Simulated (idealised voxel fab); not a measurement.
Process module heading - voxel self aligned contacts
Xsec cut, 230 nm wide, square cell size 5 nm.
A cross-section in this document is a grid of square cells, and it is written down as bands, the top band listed before the ones below it; a band is made up of one or more rows of cells.
Per band: top height and bottom height in nm, followed by the left-to-right materials and their widths in nm; "everywhere" marks a single material spanning edge to edge, "air" marks empty space.
The reference from which all heights are counted is 0, the level beneath which the as-received wafer is entirely one material; the lowest band, having no lower bound, proceeds downward and is written after the example "0 down".
The width entry "30 to 40" should be interpreted row by row: the top row of cells in the band takes the first number, the bottom row takes the second number, and the change between adjacent rows is uniform throughout.
"left unchanged" means the step left every cell of the cross-section as it was.
For the entry "Internal closed voids", the listed items are empty spaces with no open way to the top whose size is 8 cells or more; each item follows the pattern width x height at distance, where distance is from the left edge and all three are in nm.
What comes after the settings on a step's line is commentary from the simulator itself on that step.
Each step line may optionally specify "overlay nm", which for a step with a mask gives the rightward distance between the mask's planned place and where it lay, a negative value indicating the leftward direction.

### plan
1,op RECEIVE | material Si
2,op CONFORMAL_DEP | material SiO2 | thk nm 5
3,op DIRECTIONAL_DEP | material polySi | thk nm 25
4,op DIRECTIONAL_DEP | material SiN | thk nm 15
5,op DIRECTIONAL_DEP | material aC | thk nm 10
6,op PATTERN | tone cover | mask id GATE | material resist | width nm 35 | pitch nm 60 | thk nm 25 | overlay nm 0
7,op DIRECTIONAL_ETCH | etch materials aC | depth nm 10
8,op STRIP | etch materials resist
9,op DIRECTIONAL_ETCH | etch materials SiN | depth nm 15
10,op DIRECTIONAL_ETCH | etch materials polySi | depth nm 25
11,op STRIP | etch materials aC
12,op CONFORMAL_DEP | material SiN | thk nm 5
13,op DIRECTIONAL_ETCH | etch materials SiN | depth nm 5
14,op FILL_DEP | material SiO2 | thk nm 20
15,op CMP | height nm 55
16,op PATTERN | tone open | mask id CONTACT | material resist | width nm 35 | pitch nm 60 | thk nm 15 | overlay nm 0
17,op DIRECTIONAL_ETCH | etch materials SiO2 | depth nm 55
18,op STRIP | etch materials resist
19,op CONFORMAL_DEP | material TiN | thk nm 5
20,op FILL_DEP | material Ru | thk nm 5
21,op CMP | height nm 55
22,op CONFORMAL_DEP | material SiN | thk nm 5
Wafers differ in thk nm at step 12; plan lists the first wafer's value; identical starting state.

### Cut through the first of several wafers as received, post step 1
> 0 down | Si everywhere
> Internal closed voids: none

### Cross-section of the first of several wafers once the module has run through its last step, step 22
> 60 to 55 | SiN everywhere
> 55 to 45 | SiO2 65; TiN 5 to 15; Ru 25 to 5; TiN 5 to 15; SiO2 25; TiN 5 to 15; Ru 25 to 5; TiN 5 to 15; SiO2 70
> 45 to 30 | SiO2 30; SiN 45; TiN 5; Ru 5; TiN 5; SiN 45; TiN 5; Ru 5; TiN 5; SiN 45; SiO2 35
> 30 to 5 | SiO2 30; SiN 5; polySi 35; SiN 5; TiN 5; Ru 5; TiN 5; SiN 5; polySi 35; SiN 5; TiN 5; Ru 5; TiN 5; SiN 5; polySi 35; SiN 5; SiO2 35
> 5 to 0 | SiO2 75; TiN 15; SiO2 45; TiN 15; SiO2 80
> 0 down | Si everywhere
> Internal closed voids: none

### Showing the last wafer in cross-section at the end of the module
> 60 to 55 | SiN everywhere
> 55 to 30 | SiO2 15; SiN 195; SiO2 20
> 30 to 20 | SiO2 15; SiN 20; polySi 35; SiN 25; polySi 35; SiN 25; polySi 35; SiN 20; SiO2 20
> 20 to 5 | SiN 35; polySi 35; SiN 25; polySi 35; SiN 25; polySi 35; SiN 40
> 5 to 0 | SiO2 everywhere
> 0 down | Si everywhere
> Internal closed voids: none

### The rows of the table below are wafers. Looking at the end of the module, a row counts, for every material, the cells the wafer has gained, shown as (+), or lost, shown as (-), since it was received; its closed voids come next
thk nm 5 | +28 Ru | +157 SiN | +208 SiO2 | +54 TiN | +105 polySi | Internal closed voids: none
thk nm 10 | +251 SiN | +166 SiO2 | +30 TiN | +105 polySi | Internal closed voids: none
thk nm 15 | +329 SiN | +118 SiO2 | +105 polySi | Internal closed voids: none
thk nm 20 | +352 SiN | +95 SiO2 | +105 polySi | Internal closed voids: none
